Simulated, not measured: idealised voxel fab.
Module name: voxel wiring stack (process module)
The cross-section shown here is cut; it is 240 nm wide and divided into square cells measuring 5 nm on a side.
The cross-sections in this document take the form of a grid made of square cells. They are written out as bands, in order from top to bottom. Each band consists of one or more rows of cells. It is stipulated that each band's entry specify, in nanometres, the height of the top of the band and then that of its bottom, followed by the materials of the band in left-to-right sequence, each together with its width in nanometres. A single material marked by the word "edge to edge" is understood to fill the band from edge to edge; the word "empty" is understood to denote empty space. Height datum 0, below which the as-received substrate wafer is one material. Lowest band open at the bottom, running downward: "z 0 and below". Width: "30..40" (first number = top row, second number = bottom row, same change from row to row of cells). It should be understood that the words "no modifications", when stated for a given step, signify that the cross-section underwent no change in any of its cells during that step. In the "Enclosed void list" entry, you get each enclosed empty space of 8 cells or more, one with no open way to the top, written width x height at distance, distance from the left edge, in nm. Post-settings text on a step line: simulator's own remark regarding the step. For masked steps, "overlay nm" on the step line gives how far right of plan the mask actually lay; a minus sign means it lay to the left.

### Process steps - plan
1: op RECEIVE | material Si
2: op CONFORMAL_DEP | material SiO2 | thk nm 15
3: op DIRECTIONAL_DEP | material TiN | thk nm 5
4: op DIRECTIONAL_DEP | material Ru | thk nm 20
5: op MASKED_ETCH | tone cover | mask id METAL_1 | width nm 25 | pitch nm 40 | etch materials Ru | depth nm 20 | overlay nm 0
6: op MASKED_ETCH | tone cover | mask id METAL_1 | width nm 25 | pitch nm 40 | etch materials TiN | depth nm 5 | overlay nm 0
7: op FILL_DEP | material SiO2 | thk nm 5
8: op CMP | height nm 40
9: op CONFORMAL_DEP | material SiCN | thk nm 5
10: op DIRECTIONAL_DEP | material lowk | thk nm 15
11: op MASKED_ETCH | tone open | mask id PLUG_1 | width nm 15 | pitch nm 40 | etch materials lowk | depth nm 15 | overlay nm 0
12: op MASKED_ETCH | tone open | mask id PLUG_1 | width nm 15 | pitch nm 40 | etch materials SiCN | depth nm 5 | overlay nm 0
13: op EPI | material Ru | thk nm 10
14: op EPI | material Ru | thk nm 10
15: op CONFORMAL_DEP | material SiN | thk nm 5
16: op DIRECTIONAL_DEP | material SiO2 | thk nm 15
17: op DIRECTIONAL_DEP | material aC | thk nm 15
18: op PATTERN | tone open | mask id METAL_2 | material resist | width nm 25 | pitch nm 40 | thk nm 30 | overlay nm 0
19: op DIRECTIONAL_ETCH | etch materials aC | depth nm 15
20: op STRIP | etch materials resist
21: op DIRECTIONAL_ETCH | etch materials SiO2 | depth nm 15
22: op DIRECTIONAL_ETCH | etch materials SiN | depth nm 5
23: op STRIP | etch materials aC
24: op CONFORMAL_DEP | material TiN | thk nm 5
25: op FILL_DEP | material Cu | thk nm 5
26: op CMP | height nm 80
27: op CONFORMAL_DEP | material SiCN | thk nm 5
28: op DIRECTIONAL_DEP | material SiO2 | thk nm 25
29: op MASKED_ETCH | tone open | mask id METAL_3_HOLES | width nm 15 | etch materials SiO2 | depth nm 25 | overlay nm 0
30: op DIRECTIONAL_DEP | material aC | thk nm 15
31: op PATTERN | tone open | mask id METAL_3 | material resist | width nm 25 | pitch nm 40 | thk nm 30 | overlay nm 0
32: op DIRECTIONAL_ETCH | etch materials aC | depth nm 15
33: op STRIP | etch materials resist
34: op DIRECTIONAL_ETCH | etch materials SiO2 | depth nm 15
35: op DIRECTIONAL_ETCH | etch materials SiCN | depth nm 5
36: op STRIP | etch materials aC
37: op CONFORMAL_DEP | material TiN | thk nm 5
38: op FILL_DEP | material Ru | thk nm 10
39: op CMP | height nm 110
40: op CONFORMAL_DEP | material SiCN | thk nm 5
41: op DIRECTIONAL_DEP | material SiO2 | thk nm 30
42: op PATTERN | tone open | mask id METAL_4 | material resist | width nm 25 | pitch nm 40 | thk nm 20 | overlay nm 0
43: op DIRECTIONAL_ETCH | etch materials SiO2 | depth nm 20
44: op STRIP | etch materials resist
45: op MASKED_ETCH | tone open | mask id METAL_4_HOLES | width nm 15 | pitch nm 40 | etch materials SiO2 | depth nm 10 | overlay nm 0
46: op MASKED_ETCH | tone open | mask id METAL_4_HOLES | width nm 15 | pitch nm 40 | etch materials SiCN | depth nm 5 | overlay nm 0
47: op CONFORMAL_DEP | material TiN | thk nm 5
48: op FILL_DEP | material Cu | thk nm 5
49: op CMP | height nm 145
50: op CONFORMAL_DEP | material SiN | thk nm 5

### The first of the two wafers, which ran as planned

### as received, after step 1
	z 0 and below | Si edge to edge
	Enclosed void list: none

### Wafer section view after processing step 2
	z 15 to 0 | SiO2 edge to edge
	Below a height of 0, the structure has not been altered.

### Wafer section view after processing step 3
	z 20 to 15 | TiN edge to edge
	Below a height of 15, the structure has not been altered.

### Wafer section view after processing step 4
	z 40 to 20 | Ru edge to edge
	Below a height of 20, the structure has not been altered.

### Wafer section view after processing step 5
	z 40 to 20 | empty (85) / Ru (25) / empty (15) / Ru (25) / empty (90)
	Below a height of 20, the structure has not been altered.

### Wafer section view after processing step 6
	z 40 to 20 | empty (85) / Ru (25) / empty (15) / Ru (25) / empty (90)
	z 20 to 15 | empty (85) / TiN (25) / empty (15) / TiN (25) / empty (90)
	Below a height of 15, the structure has not been altered.

### Wafer section view after processing step 7
	z 45 to 40 | SiO2 edge to edge
	z 40 to 20 | SiO2 (85) / Ru (25) / SiO2 (15) / Ru (25) / SiO2 (90)
	z 20 to 15 | SiO2 (85) / TiN (25) / SiO2 (15) / TiN (25) / SiO2 (90)
	Below a height of 15, the structure has not been altered.

### Wafer section view after processing step 8
	z 40 to 20 | SiO2 (85) / Ru (25) / SiO2 (15) / Ru (25) / SiO2 (90)
	Below a height of 20, the structure has not been altered.

### Wafer section view after processing step 9
	z 45 to 40 | SiCN edge to edge
	Below a height of 40, the structure has not been altered.

### Wafer section view after processing step 10
	z 60 to 45 | lowk edge to edge
	Below a height of 45, the structure has not been altered.

### Wafer section view after processing step 11
	z 60 to 45 | lowk (85) / empty (15) / lowk (25) / empty (15) / lowk (100)
	Below a height of 45, the structure has not been altered.

### Wafer section view after processing step 12
	z 60 to 45 | lowk (85) / empty (15) / lowk (25) / empty (15) / lowk (100)
	z 45 to 40 | SiCN (85) / empty (15) / SiCN (25) / empty (15) / SiCN (100)
	Below a height of 40, the structure has not been altered.

### Wafer section view after processing step 13
	z 60 to 50 | lowk (85) / empty (15) / lowk (25) / empty (15) / lowk (100)
	z 50 to 45 | lowk (85) / Ru (15) / lowk (25) / Ru (15) / lowk (100)
	z 45 to 40 | SiCN (85) / Ru (15) / SiCN (25) / Ru (15) / SiCN (100)
	Below a height of 40, the structure has not been altered.

### Wafer section view after processing step 14
	z 60 to 45 | lowk (85) / Ru (15) / lowk (25) / Ru (15) / lowk (100)
	Below a height of 45, the structure has not been altered.

### Wafer section view after processing step 15
	z 65 to 60 | SiN edge to edge
	Below a height of 60, the structure has not been altered.

### Wafer section view after processing step 16
	z 80 to 65 | SiO2 edge to edge
	Below a height of 65, the structure has not been altered.

### Wafer section view after processing step 17
	z 95 to 80 | aC edge to edge
	Below a height of 80, the structure has not been altered.

### Wafer section view after processing step 18
	z 125 to 95 | resist (85) / empty (25) / resist (15) / empty (25) / resist (90)
	Below a height of 95, the structure has not been altered.

### Wafer section view after processing step 19
	z 110 to 95 | resist (85) / empty (25) / resist (15) / empty (25) / resist (90)
	z 95 to 80 | aC (85) / empty (25) / aC (15) / empty (25) / aC (90)
	Below a height of 80, the structure has not been altered.

### Wafer section view after processing step 20
	z 95 to 80 | aC (85) / empty (25) / aC (15) / empty (25) / aC (90)
	Below a height of 80, the structure has not been altered.

### Wafer section view after processing step 21
	z 95 to 80 | aC (85) / empty (25) / aC (15) / empty (25) / aC (90)
	z 80 to 65 | SiO2 (85) / empty (25) / SiO2 (15) / empty (25) / SiO2 (90)
	Below a height of 65, the structure has not been altered.

### Wafer section view after processing step 22
	z 95 to 80 | aC (85) / empty (25) / aC (15) / empty (25) / aC (90)
	z 80 to 65 | SiO2 (85) / empty (25) / SiO2 (15) / empty (25) / SiO2 (90)
	z 65 to 60 | SiN (85) / empty (25) / SiN (15) / empty (25) / SiN (90)
	Below a height of 60, the structure has not been altered.

### Wafer section view after processing step 23
	z 80 to 65 | SiO2 (85) / empty (25) / SiO2 (15) / empty (25) / SiO2 (90)
	Below a height of 65, the structure has not been altered.

### Wafer section view after processing step 24
	z 85 to 80 | TiN (90) / empty (15) / TiN (25) / empty (15) / TiN (95)
	z 80 to 65 | SiO2 (85) / TiN (5) / empty (15) / TiN (5) / SiO2 (15) / TiN (5) / empty (15) / TiN (5) / SiO2 (90)
	z 65 to 60 | SiN (85) / TiN (25) / SiN (15) / TiN (25) / SiN (90)
	Below a height of 60, the structure has not been altered.

### Wafer section view after processing step 25
	z 90 to 85 | Cu edge to edge
	z 85 to 80 | TiN (90) / Cu (15) / TiN (25) / Cu (15) / TiN (95)
	z 80 to 65 | SiO2 (85) / TiN (5) / Cu (15) / TiN (5) / SiO2 (15) / TiN (5) / Cu (15) / TiN (5) / SiO2 (90)
	Below a height of 65, the structure has not been altered.

### Wafer section view after processing step 26
	z 80 to 65 | SiO2 (85) / TiN (5) / Cu (15) / TiN (5) / SiO2 (15) / TiN (5) / Cu (15) / TiN (5) / SiO2 (90)
	Below a height of 65, the structure has not been altered.

### Wafer section view after processing step 27
	z 85 to 80 | SiCN edge to edge
	Below a height of 80, the structure has not been altered.

### Wafer section view after processing step 28
	z 110 to 85 | SiO2 edge to edge
	Below a height of 85, the structure has not been altered.

### Wafer section view after processing step 29
	z 110 to 85 | SiO2 (85) / empty (15) / SiO2 (140)
	Below a height of 85, the structure has not been altered.

### Wafer section view after processing step 30
	z 125 to 110 | aC (85) / empty (15) / aC (140)
	z 110 to 100 | SiO2 (85) / empty (15) / SiO2 (140)
	z 100 to 85 | SiO2 (85) / aC (15) / SiO2 (140)
	Below a height of 85, the structure has not been altered.

### Wafer section view after processing step 31
	z 155 to 125 | resist (85) / empty (25) / resist (15) / empty (25) / resist (90)
	Below a height of 125, the structure has not been altered.

### Wafer section view after processing step 32
	z 140 to 125 | resist (85) / empty (25) / resist (15) / empty (25) / resist (90)
	z 125 to 110 | aC (85) / empty (25) / aC (15) / empty (25) / aC (90)
	z 110 to 85 | SiO2 (85) / empty (15) / SiO2 (140)
	Below a height of 85, the structure has not been altered.

### Wafer section view after processing step 33
	z 125 to 110 | aC (85) / empty (25) / aC (15) / empty (25) / aC (90)
	Below a height of 110, the structure has not been altered.

### Wafer section view after processing step 34
	z 125 to 110 | aC (85) / empty (25) / aC (15) / empty (25) / aC (90)
	z 110 to 95 | SiO2 (85) / empty (25) / SiO2 (15) / empty (25) / SiO2 (90)
	Below a height of 95, the structure has not been altered.

### Wafer section view after processing step 35
	z 125 to 110 | aC (85) / empty (25) / aC (15) / empty (25) / aC (90)
	z 110 to 95 | SiO2 (85) / empty (25) / SiO2 (15) / empty (25) / SiO2 (90)
	z 95 to 85 | SiO2 (85) / empty (15) / SiO2 (140)
	z 85 to 80 | SiCN (85) / empty (15) / SiCN (140)
	Below a height of 80, the structure has not been altered.

### Wafer section view after processing step 36
	z 110 to 95 | SiO2 (85) / empty (25) / SiO2 (15) / empty (25) / SiO2 (90)
	Below a height of 95, the structure has not been altered.

### Wafer section view after processing step 37
	z 115 to 110 | TiN (90) / empty (15) / TiN (25) / empty (15) / TiN (95)
	z 110 to 100 | SiO2 (85) / TiN (5) / empty (15) / TiN (5) / SiO2 (15) / TiN (5) / empty (15) / TiN (5) / SiO2 (90)
	z 100 to 95 | SiO2 (85) / TiN (5) / empty (5) / TiN (15) / SiO2 (15) / TiN (25) / SiO2 (90)
	z 95 to 85 | SiO2 (85) / TiN (5) / empty (5) / TiN (5) / SiO2 (140)
	z 85 to 80 | SiCN (85) / TiN (15) / SiCN (140)
	Below a height of 80, the structure has not been altered.

### Wafer section view after processing step 38
	z 125 to 115 | Ru edge to edge
	z 115 to 110 | TiN (90) / Ru (15) / TiN (25) / Ru (15) / TiN (95)
	z 110 to 100 | SiO2 (85) / TiN (5) / Ru (15) / TiN (5) / SiO2 (15) / TiN (5) / Ru (15) / TiN (5) / SiO2 (90)
	z 100 to 95 | SiO2 (85) / TiN (5) / Ru (5) / TiN (15) / SiO2 (15) / TiN (25) / SiO2 (90)
	z 95 to 85 | SiO2 (85) / TiN (5) / Ru (5) / TiN (5) / SiO2 (140)
	Below a height of 85, the structure has not been altered.

### Wafer section view after processing step 39
	z 110 to 100 | SiO2 (85) / TiN (5) / Ru (15) / TiN (5) / SiO2 (15) / TiN (5) / Ru (15) / TiN (5) / SiO2 (90)
	Below a height of 100, the structure has not been altered.

### Wafer section view after processing step 40
	z 115 to 110 | SiCN edge to edge
	Below a height of 110, the structure has not been altered.

### Wafer section view after processing step 41
	z 145 to 115 | SiO2 edge to edge
	Below a height of 115, the structure has not been altered.

### Wafer section view after processing step 42
	z 165 to 145 | resist (85) / empty (25) / resist (15) / empty (25) / resist (90)
	Below a height of 145, the structure has not been altered.

### Wafer section view after processing step 43
	z 165 to 145 | resist (85) / empty (25) / resist (15) / empty (25) / resist (90)
	z 145 to 125 | SiO2 (85) / empty (25) / SiO2 (15) / empty (25) / SiO2 (90)
	Below a height of 125, the structure has not been altered.

### Wafer section view after processing step 44
	z 145 to 125 | SiO2 (85) / empty (25) / SiO2 (15) / empty (25) / SiO2 (90)
	Below a height of 125, the structure has not been altered.

### Wafer section view after processing step 45
	z 145 to 125 | SiO2 (85) / empty (25) / SiO2 (15) / empty (25) / SiO2 (90)
	z 125 to 115 | SiO2 (85) / empty (15) / SiO2 (25) / empty (15) / SiO2 (100)
	Below a height of 115, the structure has not been altered.

### Wafer section view after processing step 46
	z 145 to 125 | SiO2 (85) / empty (25) / SiO2 (15) / empty (25) / SiO2 (90)
	z 125 to 115 | SiO2 (85) / empty (15) / SiO2 (25) / empty (15) / SiO2 (100)
	z 115 to 110 | SiCN (85) / empty (15) / SiCN (25) / empty (15) / SiCN (100)
	Below a height of 110, the structure has not been altered.

### Wafer section view after processing step 47
	z 150 to 145 | TiN (90) / empty (15) / TiN (25) / empty (15) / TiN (95)
	z 145 to 130 | SiO2 (85) / TiN (5) / empty (15) / TiN (5) / SiO2 (15) / TiN (5) / empty (15) / TiN (5) / SiO2 (90)
	z 130 to 125 | SiO2 (85) / TiN (5) / empty (5) / TiN (15) / SiO2 (15) / TiN (5) / empty (5) / TiN (15) / SiO2 (90)
	z 125 to 115 | SiO2 (85) / TiN (5) / empty (5) / TiN (5) / SiO2 (25) / TiN (5) / empty (5) / TiN (5) / SiO2 (100)
	z 115 to 110 | SiCN (85) / TiN (15) / SiCN (25) / TiN (15) / SiCN (100)
	Below a height of 110, the structure has not been altered.

### Wafer section view after processing step 48
	z 155 to 150 | Cu edge to edge
	z 150 to 145 | TiN (90) / Cu (15) / TiN (25) / Cu (15) / TiN (95)
	z 145 to 130 | SiO2 (85) / TiN (5) / Cu (15) / TiN (5) / SiO2 (15) / TiN (5) / Cu (15) / TiN (5) / SiO2 (90)
	z 130 to 125 | SiO2 (85) / TiN (5) / Cu (5) / TiN (15) / SiO2 (15) / TiN (5) / Cu (5) / TiN (15) / SiO2 (90)
	z 125 to 115 | SiO2 (85) / TiN (5) / Cu (5) / TiN (5) / SiO2 (25) / TiN (5) / Cu (5) / TiN (5) / SiO2 (100)
	Below a height of 115, the structure has not been altered.

### Wafer section view after processing step 49
	z 145 to 130 | SiO2 (85) / TiN (5) / Cu (15) / TiN (5) / SiO2 (15) / TiN (5) / Cu (15) / TiN (5) / SiO2 (90)
	Below a height of 130, the structure has not been altered.

### Wafer section view after processing step 50
	z 150 to 145 | SiN edge to edge
	Below a height of 145, the structure has not been altered.

### Notes, second wafer: start = first wafer's, plan = first wafer's, execution had one mistake; history identical to first through step 17

### Here is the second wafer in cross-section at the point where step 18 of the plan should have been done
	z 125 to 95 | empty (85) / resist (25) / empty (15) / resist (25) / empty (90)
	Below a height of 95, the structure has not been altered.

### Here is the second wafer in cross-section at the point where step 19 of the plan should have been done
	z 110 to 95 | empty (85) / resist (25) / empty (15) / resist (25) / empty (90)
	z 95 to 80 | empty (85) / aC (25) / empty (15) / aC (25) / empty (90)
	Below a height of 80, the structure has not been altered.

### Here is the second wafer in cross-section at the point where step 20 of the plan should have been done
	z 95 to 80 | empty (85) / aC (25) / empty (15) / aC (25) / empty (90)
	Below a height of 80, the structure has not been altered.

### Here is the second wafer in cross-section at the point where step 21 of the plan should have been done
	z 95 to 80 | empty (85) / aC (25) / empty (15) / aC (25) / empty (90)
	z 80 to 65 | empty (85) / SiO2 (25) / empty (15) / SiO2 (25) / empty (90)
	Below a height of 65, the structure has not been altered.

### Here is the second wafer in cross-section at the point where step 22 of the plan should have been done
	z 95 to 80 | empty (85) / aC (25) / empty (15) / aC (25) / empty (90)
	z 80 to 65 | empty (85) / SiO2 (25) / empty (15) / SiO2 (25) / empty (90)
	z 65 to 60 | empty (85) / SiN (25) / empty (15) / SiN (25) / empty (90)
	Below a height of 60, the structure has not been altered.

### Here is the second wafer in cross-section at the point where step 23 of the plan should have been done
	z 80 to 65 | empty (85) / SiO2 (25) / empty (15) / SiO2 (25) / empty (90)
	Below a height of 65, the structure has not been altered.

### Here is the second wafer in cross-section at the point where step 24 of the plan should have been done
	z 85 to 80 | empty (80) / TiN (35) / empty (5) / TiN (35) / empty (85)
	z 80 to 65 | empty (80) / TiN (5) / SiO2 (25) / TiN (5) / empty (5) / TiN (5) / SiO2 (25) / TiN (5) / empty (85)
	z 65 to 60 | TiN (85) / SiN (25) / TiN (15) / SiN (25) / TiN (90)
	Below a height of 60, the structure has not been altered.

### Here is the second wafer in cross-section at the point where step 25 of the plan should have been done
	z 90 to 85 | Cu edge to edge
	z 85 to 80 | Cu (80) / TiN (35) / Cu (5) / TiN (35) / Cu (85)
	z 80 to 65 | Cu (80) / TiN (5) / SiO2 (25) / TiN (5) / Cu (5) / TiN (5) / SiO2 (25) / TiN (5) / Cu (85)
	Below a height of 65, the structure has not been altered.

### Here is the second wafer in cross-section at the point where step 26 of the plan should have been done
	z 80 to 65 | Cu (80) / TiN (5) / SiO2 (25) / TiN (5) / Cu (5) / TiN (5) / SiO2 (25) / TiN (5) / Cu (85)
	Below a height of 65, the structure has not been altered.

### Here is the second wafer in cross-section at the point where step 27 of the plan should have been done
	z 85 to 80 | SiCN edge to edge
	Below a height of 80, the structure has not been altered.

### Here is the second wafer in cross-section at the point where step 28 of the plan should have been done
	z 110 to 85 | SiO2 edge to edge
	Below a height of 85, the structure has not been altered.

### Here is the second wafer in cross-section at the point where step 29 of the plan should have been done
	z 110 to 85 | SiO2 (85) / empty (15) / SiO2 (140)
	Below a height of 85, the structure has not been altered.

### Here is the second wafer in cross-section at the point where step 30 of the plan should have been done
	z 125 to 110 | aC (85) / empty (15) / aC (140)
	z 110 to 100 | SiO2 (85) / empty (15) / SiO2 (140)
	z 100 to 85 | SiO2 (85) / aC (15) / SiO2 (140)
	Below a height of 85, the structure has not been altered.

### Here is the second wafer in cross-section at the point where step 31 of the plan should have been done
	z 155 to 125 | resist (85) / empty (25) / resist (15) / empty (25) / resist (90)
	Below a height of 125, the structure has not been altered.

### Here is the second wafer in cross-section at the point where step 32 of the plan should have been done
	z 140 to 125 | resist (85) / empty (25) / resist (15) / empty (25) / resist (90)
	z 125 to 110 | aC (85) / empty (25) / aC (15) / empty (25) / aC (90)
	z 110 to 85 | SiO2 (85) / empty (15) / SiO2 (140)
	Below a height of 85, the structure has not been altered.

### Here is the second wafer in cross-section at the point where step 33 of the plan should have been done
	z 125 to 110 | aC (85) / empty (25) / aC (15) / empty (25) / aC (90)
	Below a height of 110, the structure has not been altered.

### Here is the second wafer in cross-section at the point where step 34 of the plan should have been done
	z 125 to 110 | aC (85) / empty (25) / aC (15) / empty (25) / aC (90)
	z 110 to 95 | SiO2 (85) / empty (25) / SiO2 (15) / empty (25) / SiO2 (90)
	Below a height of 95, the structure has not been altered.

### Here is the second wafer in cross-section at the point where step 35 of the plan should have been done
	z 125 to 110 | aC (85) / empty (25) / aC (15) / empty (25) / aC (90)
	z 110 to 95 | SiO2 (85) / empty (25) / SiO2 (15) / empty (25) / SiO2 (90)
	z 95 to 85 | SiO2 (85) / empty (15) / SiO2 (140)
	z 85 to 80 | SiCN (85) / empty (15) / SiCN (140)
	Below a height of 80, the structure has not been altered.

### Here is the second wafer in cross-section at the point where step 36 of the plan should have been done
	z 110 to 95 | SiO2 (85) / empty (25) / SiO2 (15) / empty (25) / SiO2 (90)
	Below a height of 95, the structure has not been altered.

### Here is the second wafer in cross-section at the point where step 37 of the plan should have been done
	z 115 to 110 | TiN (90) / empty (15) / TiN (25) / empty (15) / TiN (95)
	z 110 to 100 | SiO2 (85) / TiN (5) / empty (15) / TiN (5) / SiO2 (15) / TiN (5) / empty (15) / TiN (5) / SiO2 (90)
	z 100 to 95 | SiO2 (85) / TiN (5) / empty (5) / TiN (15) / SiO2 (15) / TiN (25) / SiO2 (90)
	z 95 to 85 | SiO2 (85) / TiN (5) / empty (5) / TiN (5) / SiO2 (140)
	z 85 to 80 | SiCN (85) / TiN (15) / SiCN (140)
	Below a height of 80, the structure has not been altered.

### Here is the second wafer in cross-section at the point where step 38 of the plan should have been done
	z 125 to 115 | Ru edge to edge
	z 115 to 110 | TiN (90) / Ru (15) / TiN (25) / Ru (15) / TiN (95)
	z 110 to 100 | SiO2 (85) / TiN (5) / Ru (15) / TiN (5) / SiO2 (15) / TiN (5) / Ru (15) / TiN (5) / SiO2 (90)
	z 100 to 95 | SiO2 (85) / TiN (5) / Ru (5) / TiN (15) / SiO2 (15) / TiN (25) / SiO2 (90)
	z 95 to 85 | SiO2 (85) / TiN (5) / Ru (5) / TiN (5) / SiO2 (140)
	Below a height of 85, the structure has not been altered.

### Here is the second wafer in cross-section at the point where step 39 of the plan should have been done
	z 110 to 100 | SiO2 (85) / TiN (5) / Ru (15) / TiN (5) / SiO2 (15) / TiN (5) / Ru (15) / TiN (5) / SiO2 (90)
	Below a height of 100, the structure has not been altered.

### Here is the second wafer in cross-section at the point where step 40 of the plan should have been done
	z 115 to 110 | SiCN edge to edge
	Below a height of 110, the structure has not been altered.

### Here is the second wafer in cross-section at the point where step 41 of the plan should have been done
	z 145 to 115 | SiO2 edge to edge
	Below a height of 115, the structure has not been altered.

### Here is the second wafer in cross-section at the point where step 42 of the plan should have been done
	z 165 to 145 | resist (85) / empty (25) / resist (15) / empty (25) / resist (90)
	Below a height of 145, the structure has not been altered.

### Here is the second wafer in cross-section at the point where step 43 of the plan should have been done
	z 165 to 145 | resist (85) / empty (25) / resist (15) / empty (25) / resist (90)
	z 145 to 125 | SiO2 (85) / empty (25) / SiO2 (15) / empty (25) / SiO2 (90)
	Below a height of 125, the structure has not been altered.

### Here is the second wafer in cross-section at the point where step 44 of the plan should have been done
	z 145 to 125 | SiO2 (85) / empty (25) / SiO2 (15) / empty (25) / SiO2 (90)
	Below a height of 125, the structure has not been altered.

### Here is the second wafer in cross-section at the point where step 45 of the plan should have been done
	z 145 to 125 | SiO2 (85) / empty (25) / SiO2 (15) / empty (25) / SiO2 (90)
	z 125 to 115 | SiO2 (85) / empty (15) / SiO2 (25) / empty (15) / SiO2 (100)
	Below a height of 115, the structure has not been altered.

### Here is the second wafer in cross-section at the point where step 46 of the plan should have been done
	z 145 to 125 | SiO2 (85) / empty (25) / SiO2 (15) / empty (25) / SiO2 (90)
	z 125 to 115 | SiO2 (85) / empty (15) / SiO2 (25) / empty (15) / SiO2 (100)
	z 115 to 110 | SiCN (85) / empty (15) / SiCN (25) / empty (15) / SiCN (100)
	Below a height of 110, the structure has not been altered.

### Here is the second wafer in cross-section at the point where step 47 of the plan should have been done
	z 150 to 145 | TiN (90) / empty (15) / TiN (25) / empty (15) / TiN (95)
	z 145 to 130 | SiO2 (85) / TiN (5) / empty (15) / TiN (5) / SiO2 (15) / TiN (5) / empty (15) / TiN (5) / SiO2 (90)
	z 130 to 125 | SiO2 (85) / TiN (5) / empty (5) / TiN (15) / SiO2 (15) / TiN (5) / empty (5) / TiN (15) / SiO2 (90)
	z 125 to 115 | SiO2 (85) / TiN (5) / empty (5) / TiN (5) / SiO2 (25) / TiN (5) / empty (5) / TiN (5) / SiO2 (100)
	z 115 to 110 | SiCN (85) / TiN (15) / SiCN (25) / TiN (15) / SiCN (100)
	Below a height of 110, the structure has not been altered.

### Here is the second wafer in cross-section at the point where step 48 of the plan should have been done
	z 155 to 150 | Cu edge to edge
	z 150 to 145 | TiN (90) / Cu (15) / TiN (25) / Cu (15) / TiN (95)
	z 145 to 130 | SiO2 (85) / TiN (5) / Cu (15) / TiN (5) / SiO2 (15) / TiN (5) / Cu (15) / TiN (5) / SiO2 (90)
	z 130 to 125 | SiO2 (85) / TiN (5) / Cu (5) / TiN (15) / SiO2 (15) / TiN (5) / Cu (5) / TiN (15) / SiO2 (90)
	z 125 to 115 | SiO2 (85) / TiN (5) / Cu (5) / TiN (5) / SiO2 (25) / TiN (5) / Cu (5) / TiN (5) / SiO2 (100)
	Below a height of 115, the structure has not been altered.

### Here is the second wafer in cross-section at the point where step 49 of the plan should have been done
	z 145 to 130 | SiO2 (85) / TiN (5) / Cu (15) / TiN (5) / SiO2 (15) / TiN (5) / Cu (15) / TiN (5) / SiO2 (90)
	Below a height of 130, the structure has not been altered.

### Here is the second wafer in cross-section at the point where step 50 of the plan should have been done
	z 150 to 145 | SiN edge to edge
	Below a height of 145, the structure has not been altered.
Here's what went sideways: step 18 ran differently from the plan; actual operation with settings: op PATTERN | tone cover | mask id METAL_2 | material resist | width nm 25 | pitch nm 40 | thk nm 30 | overlay nm 0
In the final state, the cell counts of the second wafer exceed or fall short of those of the first for the following materials: Cu +84 | SiN -28 | SiO2 -84 | TiN +28
